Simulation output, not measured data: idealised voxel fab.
This section sets out a process module, namely voxel ribs on slabs.
Section shown: cut. Width: 290 nm. Cell size: 5 nm, square.
Cross-section = grid of square cells, listed top down in bands; band = one or more rows. A band entry consists of two parts. The first gives the height of the band's top and the height of its bottom, in nm. The rest lists the band's materials from left to right, each with its width in nm. A single material labelled with the word "edge to edge" fills the band from edge to edge, and the word "blank" marks empty space. Height datum 0, below which the as-received substrate wafer is one material. Lowest band open at the bottom, running downward: "0 nm and below". Quick explanation for "30->40": the width changes in equal steps down the rows of cells, from the first number in the band's top row to the second number in its bottom row. Where a step carries "left unchanged", the cross-section came out of it unchanged, cell for cell. This entry, "Enclosed void inventory", enumerates those empty regions of no fewer than 8 cells that possess no open connection to the top. Each region is reported in the form width x height at distance, the distance being taken from the left edge, with all three quantities expressed in nm. Anything after a step's settings on that line? It's the simulator's own note about the step. "overlay nm", when on a step's line for a step with a mask, measures how far to the right of its planned place the mask lay; a negative measure means to the left.

plan
1. RECEIVE with material Si
2. DIRECTIONAL_DEP with material SiO2, thk nm 25
3. DIRECTIONAL_DEP with material polySi, thk nm 25
4. PATTERN with tone cover, mask id RIB, material resist, width nm 30, thk nm 20, overlay nm 0
5. DIRECTIONAL_ETCH with etch materials polySi, depth nm 10
6. STRIP with etch materials resist
7. MASKED_ETCH with tone cover, mask id SLAB, width nm 90, etch materials polySi, depth nm 15, overlay nm 0
8. FILL_DEP with material SiO2, thk nm 25
9. CMP with height nm 70
10. DIRECTIONAL_DEP with material TiN, thk nm 5
11. MASKED_ETCH with tone cover, mask id HEATER, width nm 40, etch materials TiN, depth nm 5, overlay nm 0
12. CONFORMAL_DEP with material SiO2, thk nm 5

Cross-sectional view of the wafer in its as-received condition, corresponding to the state after step 1
> 0 nm and below = Si edge to edge
> Enclosed void inventory: none

The first of the two wafers as seen in cross-section once the module was finished; processing followed the plan
> 80 nm to 75 nm = 120 of blank / 50 of SiO2 / 120 of blank
> 75 nm to 70 nm = 125 of SiO2 / 40 of TiN / 125 of SiO2
> 70 nm to 50 nm = SiO2 edge to edge
> 50 nm to 40 nm = 130 of SiO2 / 30 of polySi / 130 of SiO2
> 40 nm to 25 nm = 100 of SiO2 / 90 of polySi / 100 of SiO2
> 25 nm to 0 nm = SiO2 edge to edge
> 0 nm and below = Si edge to edge
> Enclosed void inventory: none

End of module, second wafer, cross-section. Started like the first, planned like the first, run with one mistake
> 80 nm to 75 nm = 120 of blank / 50 of SiO2 / 120 of blank
> 75 nm to 70 nm = 125 of SiO2 / 40 of TiN / 125 of SiO2
> 70 nm to 25 nm = polySi edge to edge
> 25 nm to 0 nm = SiO2 edge to edge
> 0 nm and below = Si edge to edge
> Enclosed void inventory: none
Finding, execution versus plan: so step 8 ended up running with a different setting than we planned, it ran as FILL_DEP with material polySi, thk nm 25
At the finish, the second wafer shows more or fewer cells for some materials than the first does: SiO2: 456 fewer; polySi: 456 more
